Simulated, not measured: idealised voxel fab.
A process module follows: voxel double patterning.
Pictured: cross-section cut, 290 nm wide, on a grid of 5 nm square cells.
Think of the cross-section as a grid of square cells. We describe it in bands, top to bottom, and each band covers one or more rows of those cells. Band: top height; bottom height; in nm. Then, left to right: material with width in nm, for each material. "edge to edge": a single material spanning edge to edge. "air": empty space. For the purposes of this specification, 0 denotes the height below which the wafer in its as-received condition is composed wholly of one material, and the lowermost band, lacking a lower limit, extends downward without end, as expressed in "0 and below". The two numbers in a width such as "30 to 40" mark its ends across the band: the first belongs to the top row of cells, the second to the bottom row, and from each row to the next the width moves by the same amount. It should be understood that the words "nothing altered", when stated for a given step, signify that the cross-section underwent no change in any of its cells during that step. Each empty space that has no open way to the top and spans at least 8 cells appears under "Trapped void list" as width x height at distance, the distance counted from the left edge, all in nm. Anything after a step's settings on that line? It's the simulator's own note about the step. For masked steps, "overlay nm" on the step line gives how far right of plan the mask actually lay; a minus sign means it lay to the left.

PROCESS STEPS (PLANNED)
1: RECEIVE [material Si]
2: CONFORMAL_DEP [material SiO2] [thk nm 5]
3: DIRECTIONAL_DEP [material TiN] [thk nm 20]
4: DIRECTIONAL_DEP [material SiCN] [thk nm 10]
5: DIRECTIONAL_DEP [material aC] [thk nm 10]
6: PATTERN [tone open] [mask id FIRST] [material resist] [width nm 15] [pitch nm 50] [thk nm 25] [overlay nm 0]
7: DIRECTIONAL_ETCH [etch materials aC] [depth nm 10]
8: STRIP [etch materials resist]
9: DIRECTIONAL_ETCH [etch materials SiCN] [depth nm 10]
10: STRIP [etch materials aC]
11: DIRECTIONAL_DEP [material aC] [thk nm 15]
12: PATTERN [tone open] [mask id SECOND] [material resist] [width nm 15] [pitch nm 50] [thk nm 35] [overlay nm 0]
13: DIRECTIONAL_ETCH [etch materials aC] [depth nm 15]
14: STRIP [etch materials resist]
15: DIRECTIONAL_ETCH [etch materials SiCN] [depth nm 10]
16: STRIP [etch materials aC]
17: DIRECTIONAL_ETCH [etch materials TiN] [depth nm 20]
18: STRIP [etch materials SiCN]

WAFER AS RECEIVED: CROSS-SECTION FOLLOWING STEP 1
* 0 and below  Si edge to edge
* Trapped void list: none

CROSS-SECTIONAL IMAGE OF THE FIRST OF TWO WAFERS AT THE END OF THE MODULE, THE RUN HAVING PROCEEDED AS PLANNED
* 25 down to 5  TiN (85), air (15), TiN (10), air (15), TiN (10), air (15), TiN (10), air (15), TiN (10), air (15), TiN (90)
* 5 down to 0  SiO2 edge to edge
* 0 and below  Si edge to edge
* Trapped void list: none

HERE'S THE SECOND OF OUR TWO WAFERS SECTIONED AT MODULE END. SAME START AS THE FIRST, SAME PLAN, BUT ONE MISTAKE GOT MADE RUNNING IT
* 25 down to 5  TiN (85), air (15), TiN (10), air (15), TiN (10), air (15), TiN (10), air (15), TiN (10), air (15), TiN (90)
* 5 down to 0  aC edge to edge
* 0 and below  Si edge to edge
* Trapped void list: none
Finding, execution versus plan: note that step 2 departed from the planned setting and was carried out as CONFORMAL_DEP [material aC] [thk nm 5]
End of process, cell counts, second wafer against first, materials with more or fewer: 58 fewer of SiO2 | 58 more of aC
